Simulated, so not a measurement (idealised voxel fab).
voxel released beams: a process module
Displayed cross-section: cut, width of 145 nm, square cells sized 5 nm.
In what follows, cross-sections appear as grids of square cells, described through bands that run from the top down, where every band is one or more rows of cells. Heights first: top, then bottom, in nm. Then materials, left to right, each with a width in nm. "everywhere" on a single material: fills the band edge to edge. "air": empty space. A quick word on heights: they are counted from 0, and under that level the wafer as it came to us is one material throughout. The lowest band is different from the rest in having no bottom; it simply continues downward, written as in "top 0, no bottom". A width given as "30 to 40" starts at the first number in the band's top row and ends at the second number in its bottom row, shifting by an equal amount at every step from row to row. "remains unaltered" -> step changed no cross-section cell. In the "Encapsulated voids" entry, you get each enclosed empty space of 8 cells or more, one with no open way to the top, written width x height at distance, distance from the left edge, in nm. It should be noted that, on the line of a given step, the content following the step's settings is a remark produced by the simulator itself with respect to that step. overlay nm: where the mask lay relative to plan, measured to the right, on steps with a mask; negatives go left.

List of planned process steps:
1: RECEIVE with material Si
2: CONFORMAL_DEP with material Al2O3, thk nm 5
3: DIRECTIONAL_DEP with material SiO2, thk nm 15
4: PATTERN with tone open, mask id ANCHOR, material resist, width nm 45, thk nm 15, overlay nm -10
5: DIRECTIONAL_ETCH with etch materials SiO2, depth nm 15
6: STRIP with etch materials resist
7: CONFORMAL_DEP with material W, thk nm 15
8: MASKED_ETCH with tone cover, mask id BEAM, width nm 95, etch materials W, depth nm 15, overlay nm 0
9: STRIP with etch materials SiO2
Wafer-to-wafer difference: overlay nm, step 4. Common start. Plan = first wafer's value.

First of several wafers (as received, post step 1), cross-sectional view:
    top 0, no bottom = Si everywhere
    Encapsulated voids: none

First wafer at the end, after step 9:
    top 35, bottom 20 = air 20, then W 10, then air 15, then W 70, then air 30
    top 20, bottom 5 = air 15, then W 45, then air 85
    top 5, bottom 0 = Al2O3 everywhere
    top 0, no bottom = Si everywhere
    Encapsulated voids: none

Last-wafer cross-section at the end of the module:
    top 35, bottom 20 = air 20, then W 35, then air 15, then W 45, then air 30
    top 20, bottom 5 = air 40, then W 45, then air 60
    top 5, bottom 0 = Al2O3 everywhere
    top 0, no bottom = Si everywhere
    Encapsulated voids: none

Per wafer, end of module: cells gained (+) or lost (-) per material since receipt, then closed voids:
overlay nm -10, +29 Al2O3, +75 W, Encapsulated voids: none
overlay nm -5, +29 Al2O3, +75 W, Encapsulated voids: none
overlay nm 0, +29 Al2O3, +75 W, Encapsulated voids: none
overlay nm 5, +29 Al2O3, +75 W, Encapsulated voids: none
overlay nm 10, +29 Al2O3, +75 W, Encapsulated voids: none
overlay nm 15, +29 Al2O3, +75 W, Encapsulated voids: none
